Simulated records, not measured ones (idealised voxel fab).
Module name: voxel transistor to metal (process module)
Each square cell in cross-section cut measures 5 nm, and the section as a whole is 215 nm wide.
How to read a cross-section here: the picture is a grid of square cells, written as bands going from the top down, and any band can span one or more rows of cells. First you get the band's top height and its bottom height, in nm, and then the materials it's made of, left to right, with each width in nm. If you see a single material with "edge to edge", that one covers the band edge to edge. "empty" is empty space. Measure heights from 0. That's the level where, below it, the as-received wafer is all one material. The lowest band is bottomless and extends downward; write it as in "0..down". The two numbers in a width such as "30->40" mark its ends across the band: the first belongs to the top row of cells, the second to the bottom row, and from each row to the next the width moves by the same amount. Where the words "nothing different" appear for a step, the cross-section shows no cell changed by that step; every cell remained as before. "Trapped voids" enumerates empty spaces isolated from the top, with no open way to it, that contain at least 8 cells, giving each as width x height at distance from the left edge, all three in nm. Anything after a step's settings on that line? It's the simulator's own note about the step. overlay nm: where the mask lay relative to plan, measured to the right, on steps with a mask; negatives go left.
Plan:
step 1: RECEIVE | material Si
step 2: OXIDIZE | depth nm 5
step 3: CONFORMAL_DEP | material SiN | thk nm 15
step 4: MASKED_ETCH | tone cover | mask id ACTIVE | width nm 95 | etch materials SiN | depth nm 15 | overlay nm 0
step 5: MASKED_ETCH | tone cover | mask id ACTIVE | width nm 95 | etch materials SiO2 | depth nm 5 | overlay nm 0
step 6: MASKED_ETCH | tone cover | mask id ACTIVE | width nm 95 | etch materials Si | depth nm 35 | overlay nm 0
step 7: OXIDIZE | depth nm 5
step 8: FILL_DEP | material SiO2 | thk nm 10
step 9: CMP | height nm 15
step 10: SELECTIVE_ETCH | etch materials SiO2 | depth nm 5
step 11: STRIP | etch materials SiN
step 12: SELECTIVE_ETCH | etch materials SiO2 | depth nm 5
step 13: OXIDIZE | depth nm 5
step 14: DIRECTIONAL_DEP | material polySi | thk nm 30
step 15: DIRECTIONAL_DEP | material SiCN | thk nm 15
step 16: MASKED_ETCH | tone cover | mask id GATE | width nm 15 | etch materials SiCN | depth nm 25 | overlay nm 0
step 17: MASKED_ETCH | tone cover | mask id GATE | width nm 15 | etch materials polySi | depth nm 40 | overlay nm 0
step 18: CONFORMAL_DEP | material SiO2 | thk nm 5
step 19: DIRECTIONAL_ETCH | etch materials SiO2 | depth nm 5
step 20: CONFORMAL_DEP | material SiN | thk nm 5
step 21: DIRECTIONAL_ETCH | etch materials SiN | depth nm 5
step 22: DIRECTIONAL_ETCH | etch materials SiO2 | depth nm 5
step 23: DIRECTIONAL_ETCH | etch materials Si | depth nm 15
step 24: EPI | material SiGe | thk nm 20
step 25: FILL_DEP | material SiO2 | thk nm 10
step 26: CMP | height nm 40
step 27: DIRECTIONAL_DEP | material SiO2 | thk nm 15
step 28: MASKED_ETCH | tone open | mask id CONTACT | width nm 25 | pitch nm 50 | etch materials SiO2 | depth nm 45 | overlay nm 0
step 29: CONFORMAL_DEP | material TiN | thk nm 5
step 30: FILL_DEP | material Ru | thk nm 10
step 31: CMP | height nm 55
step 32: CONFORMAL_DEP | material SiN | thk nm 5
step 33: DIRECTIONAL_DEP | material lowk | thk nm 15
step 34: PATTERN | tone open | mask id METAL_1 | material resist | width nm 15 | pitch nm 60 | thk nm 20 | overlay nm 0
step 35: DIRECTIONAL_ETCH | etch materials lowk | depth nm 15
step 36: DIRECTIONAL_ETCH | etch materials SiN | depth nm 5
step 37: STRIP | etch materials resist
step 38: CONFORMAL_DEP | material TiN | thk nm 5
step 39: FILL_DEP | material W | thk nm 5
step 40: CMP | height nm 75
step 41: EPI | material Ru | thk nm 5
step 42: FILL_DEP | material SiCN | thk nm 5
What follows covers the first of two wafers; it ran as planned:
Cross-section of the wafer at receipt, which is the condition after step 1:
* 0..down  Si edge to edge
* Trapped voids: none
Cross-section of the wafer subsequent to step 2:
* 0..-5  SiO2 edge to edge
* Everything below -5 is unchanged.
Cross-section of the wafer subsequent to step 3:
* 15..0  SiN edge to edge
* Everything below 0 is unchanged.
Cross-section of the wafer subsequent to step 4:
* 15..0  empty (60)  SiN (95)  empty (60)
* Everything below 0 is unchanged.
Cross-section of the wafer subsequent to step 5:
* 15..0  empty (60)  SiN (95)  empty (60)
* 0..-5  empty (60)  SiO2 (95)  empty (60)
* Everything below -5 is unchanged.
Cross-section of the wafer subsequent to step 6:
* 15..0  empty (60)  SiN (95)  empty (60)
* 0..-5  empty (60)  SiO2 (95)  empty (60)
* -5..-40  empty (60)  Si (95)  empty (60)
* Everything below -40 is unchanged.
Cross-section of the wafer subsequent to step 7:
* 15..0  empty (60)  SiN (95)  empty (60)
* 0..-5  empty (60)  SiO2 (95)  empty (60)
* -5..-40  empty (60)  SiO2 (5)  Si (85)  SiO2 (5)  empty (60)
* -40..-45  SiO2 (65)  Si (85)  SiO2 (65)
* Everything below -45 is unchanged.
Cross-section of the wafer subsequent to step 8:
* 25..15  SiO2 edge to edge
* 15..0  SiO2 (60)  SiN (95)  SiO2 (60)
* 0..-5  SiO2 edge to edge
* -5..-45  SiO2 (65)  Si (85)  SiO2 (65)
* Everything below -45 is unchanged.
Cross-section of the wafer subsequent to step 9:
* 15..0  SiO2 (60)  SiN (95)  SiO2 (60)
* Everything below 0 is unchanged.
Cross-section of the wafer subsequent to step 10:
* 15..10  empty (60)  SiN (95)  empty (60)
* Everything below 10 is unchanged.
Cross-section of the wafer subsequent to step 11:
* 10..0  SiO2 (60)  empty (95)  SiO2 (60)
* Everything below 0 is unchanged.
Cross-section of the wafer subsequent to step 12:
* 5..-5  SiO2 (55)  empty (105)  SiO2 (55)
* Everything below -5 is unchanged.
Cross-section of the wafer subsequent to step 13:
* 5..-5  SiO2 (55)  empty (105)  SiO2 (55)
* -5..-10  SiO2 edge to edge
* Everything below -10 is unchanged.
Cross-section of the wafer subsequent to step 14:
* 35..25  polySi (55)  empty (105)  polySi (55)
* 25..5  polySi edge to edge
* 5..-5  SiO2 (55)  polySi (105)  SiO2 (55)
* Everything below -5 is unchanged.
Cross-section of the wafer subsequent to step 15:
* 50..40  SiCN (55)  empty (105)  SiCN (55)
* 40..35  SiCN edge to edge
* 35..25  polySi (55)  SiCN (105)  polySi (55)
* Everything below 25 is unchanged.
Cross-section of the wafer subsequent to step 16:
* 40..35  empty (100)  SiCN (15)  empty (100)
* 35..25  polySi (55)  empty (45)  SiCN (15)  empty (45)  polySi (55)
* Everything below 25 is unchanged.
Cross-section of the wafer subsequent to step 17:
* 40..25  empty (100)  SiCN (15)  empty (100)
* 25..5  empty (100)  polySi (15)  empty (100)
* 5..-5  SiO2 (55)  empty (45)  polySi (15)  empty (45)  SiO2 (55)
* Everything below -5 is unchanged.
Cross-section of the wafer subsequent to step 18:
* 45..40  empty (95)  SiO2 (25)  empty (95)
* 40..25  empty (95)  SiO2 (5)  SiCN (15)  SiO2 (5)  empty (95)
* 25..10  empty (95)  SiO2 (5)  polySi (15)  SiO2 (5)  empty (95)
* 10..0  SiO2 (60)  empty (35)  SiO2 (5)  polySi (15)  SiO2 (5)  empty (35)  SiO2 (60)
* 0..-5  SiO2 (100)  polySi (15)  SiO2 (100)
* Everything below -5 is unchanged.
Cross-section of the wafer subsequent to step 19:
* 40..25  empty (95)  SiO2 (5)  SiCN (15)  SiO2 (5)  empty (95)
* 25..5  empty (95)  SiO2 (5)  polySi (15)  SiO2 (5)  empty (95)
* 5..-5  SiO2 (60)  empty (35)  SiO2 (5)  polySi (15)  SiO2 (5)  empty (35)  SiO2 (60)
* Everything below -5 is unchanged.
Cross-section of the wafer subsequent to step 20:
* 45..40  empty (90)  SiN (35)  empty (90)
* 40..25  empty (90)  SiN (5)  SiO2 (5)  SiCN (15)  SiO2 (5)  SiN (5)  empty (90)
* 25..10  empty (90)  SiN (5)  SiO2 (5)  polySi (15)  SiO2 (5)  SiN (5)  empty (90)
* 10..5  SiN (65)  empty (25)  SiN (5)  SiO2 (5)  polySi (15)  SiO2 (5)  SiN (5)  empty (25)  SiN (65)
* 5..0  SiO2 (60)  SiN (5)  empty (25)  SiN (5)  SiO2 (5)  polySi (15)  SiO2 (5)  SiN (5)  empty (25)  SiN (5)  SiO2 (60)
* 0..-5  SiO2 (60)  SiN (35)  SiO2 (5)  polySi (15)  SiO2 (5)  SiN (35)  SiO2 (60)
* Everything below -5 is unchanged.
Cross-section of the wafer subsequent to step 21:
* 40..25  empty (90)  SiN (5)  SiO2 (5)  SiCN (15)  SiO2 (5)  SiN (5)  empty (90)
* 25..5  empty (90)  SiN (5)  SiO2 (5)  polySi (15)  SiO2 (5)  SiN (5)  empty (90)
* 5..-5  SiO2 (60)  SiN (5)  empty (25)  SiN (5)  SiO2 (5)  polySi (15)  SiO2 (5)  SiN (5)  empty (25)  SiN (5)  SiO2 (60)
* Everything below -5 is unchanged.
Cross-section of the wafer subsequent to step 22:
* 40..35  empty (90)  SiN (5)  empty (5)  SiCN (15)  empty (5)  SiN (5)  empty (90)
* 35..25  empty (90)  SiN (5)  SiO2 (5)  SiCN (15)  SiO2 (5)  SiN (5)  empty (90)
* 25..5  empty (90)  SiN (5)  SiO2 (5)  polySi (15)  SiO2 (5)  SiN (5)  empty (90)
* 5..0  empty (60)  SiN (5)  empty (25)  SiN (5)  SiO2 (5)  polySi (15)  SiO2 (5)  SiN (5)  empty (25)  SiN (5)  empty (60)
* 0..-5  SiO2 (60)  SiN (5)  empty (25)  SiN (5)  SiO2 (5)  polySi (15)  SiO2 (5)  SiN (5)  empty (25)  SiN (5)  SiO2 (60)
* -5..-10  SiO2 (65)  empty (25)  SiO2 (35)  empty (25)  SiO2 (65)
* Everything below -10 is unchanged.
Cross-section of the wafer subsequent to step 23:
* 40..35  empty (90)  SiN (5)  empty (5)  SiCN (15)  empty (5)  SiN (5)  empty (90)
* 35..25  empty (90)  SiN (5)  SiO2 (5)  SiCN (15)  SiO2 (5)  SiN (5)  empty (90)
* 25..5  empty (90)  SiN (5)  SiO2 (5)  polySi (15)  SiO2 (5)  SiN (5)  empty (90)
* 5..0  empty (60)  SiN (5)  empty (25)  SiN (5)  SiO2 (5)  polySi (15)  SiO2 (5)  SiN (5)  empty (25)  SiN (5)  empty (60)
* 0..-5  SiO2 (60)  SiN (5)  empty (25)  SiN (5)  SiO2 (5)  polySi (15)  SiO2 (5)  SiN (5)  empty (25)  SiN (5)  SiO2 (60)
* -5..-10  SiO2 (65)  empty (25)  SiO2 (35)  empty (25)  SiO2 (65)
* -10..-25  SiO2 (65)  empty (25)  Si (35)  empty (25)  SiO2 (65)
* Everything below -25 is unchanged.
Cross-section of the wafer subsequent to step 24:
* 40..35  empty (90)  SiN (5)  empty (5)  SiCN (15)  empty (5)  SiN (5)  empty (90)
* 35..25  empty (90)  SiN (5)  SiO2 (5)  SiCN (15)  SiO2 (5)  SiN (5)  empty (90)
* 25..10  empty (90)  SiN (5)  SiO2 (5)  polySi (15)  SiO2 (5)  SiN (5)  empty (90)
* 10..5  empty (70)  SiGe (20)  SiN (5)  SiO2 (5)  polySi (15)  SiO2 (5)  SiN (5)  SiGe (20)  empty (70)
* 5..0  empty (60)  SiN (5)  empty (5)  SiGe (20)  SiN (5)  SiO2 (5)  polySi (15)  SiO2 (5)  SiN (5)  SiGe (20)  empty (5)  SiN (5)  empty (60)
* 0..-5  SiO2 (60)  SiN (5)  empty (5)  SiGe (20)  SiN (5)  SiO2 (5)  polySi (15)  SiO2 (5)  SiN (5)  SiGe (20)  empty (5)  SiN (5)  SiO2 (60)
* -5..-10  SiO2 (65)  SiGe (25)  SiO2 (35)  SiGe (25)  SiO2 (65)
* -10..-25  SiO2 (65)  SiGe (25)  Si (35)  SiGe (25)  SiO2 (65)
* Everything below -25 is unchanged.
Cross-section of the wafer subsequent to step 25:
* 50..40  SiO2 edge to edge
* 40..25  SiO2 (90)  SiN (5)  SiO2 (5)  SiCN (15)  SiO2 (5)  SiN (5)  SiO2 (90)
* 25..10  SiO2 (90)  SiN (5)  SiO2 (5)  polySi (15)  SiO2 (5)  SiN (5)  SiO2 (90)
* 10..5  SiO2 (70)  SiGe (20)  SiN (5)  SiO2 (5)  polySi (15)  SiO2 (5)  SiN (5)  SiGe (20)  SiO2 (70)
* 5..-5  SiO2 (60)  SiN (5)  SiO2 (5)  SiGe (20)  SiN (5)  SiO2 (5)  polySi (15)  SiO2 (5)  SiN (5)  SiGe (20)  SiO2 (5)  SiN (5)  SiO2 (60)
* Everything below -5 is unchanged.
Cross-section of the wafer subsequent to step 26:
* 40..25  SiO2 (90)  SiN (5)  SiO2 (5)  SiCN (15)  SiO2 (5)  SiN (5)  SiO2 (90)
* Everything below 25 is unchanged.
Cross-section of the wafer subsequent to step 27:
* 55..40  SiO2 edge to edge
* Everything below 40 is unchanged.
Cross-section of the wafer subsequent to step 28:
* 55..40  SiO2 (70)  empty (25)  SiO2 (25)  empty (25)  SiO2 (70)
* 40..25  SiO2 (70)  empty (20)  SiN (5)  SiO2 (5)  SiCN (15)  SiO2 (5)  SiN (5)  empty (20)  SiO2 (70)
* 25..10  SiO2 (70)  empty (20)  SiN (5)  SiO2 (5)  polySi (15)  SiO2 (5)  SiN (5)  empty (20)  SiO2 (70)
* Everything below 10 is unchanged.
Cross-section of the wafer subsequent to step 29:
* 60..55  TiN (75)  empty (15)  TiN (35)  empty (15)  TiN (75)
* 55..45  SiO2 (70)  TiN (5)  empty (15)  TiN (5)  SiO2 (25)  TiN (5)  empty (15)  TiN (5)  SiO2 (70)
* 45..40  SiO2 (70)  TiN (5)  empty (10)  TiN (10)  SiO2 (25)  TiN (10)  empty (10)  TiN (5)  SiO2 (70)
* 40..25  SiO2 (70)  TiN (5)  empty (10)  TiN (5)  SiN (5)  SiO2 (5)  SiCN (15)  SiO2 (5)  SiN (5)  TiN (5)  empty (10)  TiN (5)  SiO2 (70)
* 25..15  SiO2 (70)  TiN (5)  empty (10)  TiN (5)  SiN (5)  SiO2 (5)  polySi (15)  SiO2 (5)  SiN (5)  TiN (5)  empty (10)  TiN (5)  SiO2 (70)
* 15..10  SiO2 (70)  TiN (20)  SiN (5)  SiO2 (5)  polySi (15)  SiO2 (5)  SiN (5)  TiN (20)  SiO2 (70)
* Everything below 10 is unchanged.
Cross-section of the wafer subsequent to step 30:
* 70..60  Ru edge to edge
* 60..55  TiN (75)  Ru (15)  TiN (35)  Ru (15)  TiN (75)
* 55..45  SiO2 (70)  TiN (5)  Ru (15)  TiN (5)  SiO2 (25)  TiN (5)  Ru (15)  TiN (5)  SiO2 (70)
* 45..40  SiO2 (70)  TiN (5)  Ru (10)  TiN (10)  SiO2 (25)  TiN (10)  Ru (10)  TiN (5)  SiO2 (70)
* 40..25  SiO2 (70)  TiN (5)  Ru (10)  TiN (5)  SiN (5)  SiO2 (5)  SiCN (15)  SiO2 (5)  SiN (5)  TiN (5)  Ru (10)  TiN (5)  SiO2 (70)
* 25..15  SiO2 (70)  TiN (5)  Ru (10)  TiN (5)  SiN (5)  SiO2 (5)  polySi (15)  SiO2 (5)  SiN (5)  TiN (5)  Ru (10)  TiN (5)  SiO2 (70)
* Everything below 15 is unchanged.
Cross-section of the wafer subsequent to step 31:
* 55..45  SiO2 (70)  TiN (5)  Ru (15)  TiN (5)  SiO2 (25)  TiN (5)  Ru (15)  TiN (5)  SiO2 (70)
* Everything below 45 is unchanged.
Cross-section of the wafer subsequent to step 32:
* 60..55  SiN edge to edge
* Everything below 55 is unchanged.
Cross-section of the wafer subsequent to step 33:
* 75..60  lowk edge to edge
* Everything below 60 is unchanged.
Cross-section of the wafer subsequent to step 34:
* 95..75  resist (70)  empty (15)  resist (45)  empty (15)  resist (70)
* Everything below 75 is unchanged.
Cross-section of the wafer subsequent to step 35:
* 95..75  resist (70)  empty (15)  resist (45)  empty (15)  resist (70)
* 75..60  lowk (70)  empty (15)  lowk (45)  empty (15)  lowk (70)
* Everything below 60 is unchanged.
Cross-section of the wafer subsequent to step 36:
* 95..75  resist (70)  empty (15)  resist (45)  empty (15)  resist (70)
* 75..60  lowk (70)  empty (15)  lowk (45)  empty (15)  lowk (70)
* 60..55  SiN (70)  empty (15)  SiN (45)  empty (15)  SiN (70)
* Everything below 55 is unchanged.
Cross-section of the wafer subsequent to step 37:
* 75..60  lowk (70)  empty (15)  lowk (45)  empty (15)  lowk (70)
* Everything below 60 is unchanged.
Cross-section of the wafer subsequent to step 38:
* 80..75  TiN (75)  empty (5)  TiN (55)  empty (5)  TiN (75)
* 75..60  lowk (70)  TiN (5)  empty (5)  TiN (5)  lowk (45)  TiN (5)  empty (5)  TiN (5)  lowk (70)
* 60..55  SiN (70)  TiN (15)  SiN (45)  TiN (15)  SiN (70)
* Everything below 55 is unchanged.
Cross-section of the wafer subsequent to step 39:
* 85..80  W edge to edge
* 80..75  TiN (75)  W (5)  TiN (55)  W (5)  TiN (75)
* 75..60  lowk (70)  TiN (5)  W (5)  TiN (5)  lowk (45)  TiN (5)  W (5)  TiN (5)  lowk (70)
* Everything below 60 is unchanged.
Cross-section of the wafer subsequent to step 40:
* 75..60  lowk (70)  TiN (5)  W (5)  TiN (5)  lowk (45)  TiN (5)  W (5)  TiN (5)  lowk (70)
* Everything below 60 is unchanged.
Cross-section of the wafer subsequent to step 41:
* 80..75  empty (65)  Ru (25)  empty (35)  Ru (25)  empty (65)
* Everything below 75 is unchanged.
Cross-section of the wafer subsequent to step 42:
* 85..80  SiCN edge to edge
* 80..75  SiCN (65)  Ru (25)  SiCN (35)  Ru (25)  SiCN (65)
* Everything below 75 is unchanged.
Second wafer, same starting state and plan as the first, one mistake in the run, identical through step 32:
Second wafer cross-section, taken as of the time the plan sets for step 33 to be done:
* 75..60  SiCN edge to edge
* Everything below 60 is unchanged.
Second wafer cross-section, taken as of the time the plan sets for step 34 to be done:
* 95..75  resist (70)  empty (15)  resist (45)  empty (15)  resist (70)
* Everything below 75 is unchanged.
Second wafer cross-section, taken as of the time the plan sets for step 35 to be done: nothing different
Second wafer cross-section, taken as of the time the plan sets for step 36 to be done: nothing different
Second wafer cross-section, taken as of the time the plan sets for step 37 to be done:
* 75..60  SiCN edge to edge
* Everything below 60 is unchanged.
Second wafer cross-section, taken as of the time the plan sets for step 38 to be done:
* 80..75  TiN edge to edge
* Everything below 75 is unchanged.
Second wafer cross-section, taken as of the time the plan sets for step 39 to be done:
* 85..80  W edge to edge
* Everything below 80 is unchanged.
Second wafer cross-section, taken as of the time the plan sets for step 40 to be done:
* 75..60  SiCN edge to edge
* Everything below 60 is unchanged.
Second wafer cross-section, taken as of the time the plan sets for step 41 to be done: nothing different
Second wafer cross-section, taken as of the time the plan sets for step 42 to be done:
* 80..60  SiCN edge to edge
* Everything below 60 is unchanged.
Deviation noted in wafer processing: not per plan at step 33, really ran DIRECTIONAL_DEP | material SiCN | thk nm 15
Cell-count delta at end, second wafer over first, by material: Ru -10 | SiCN +96 | SiN +6 | TiN -18 | W -6 | lowk -111
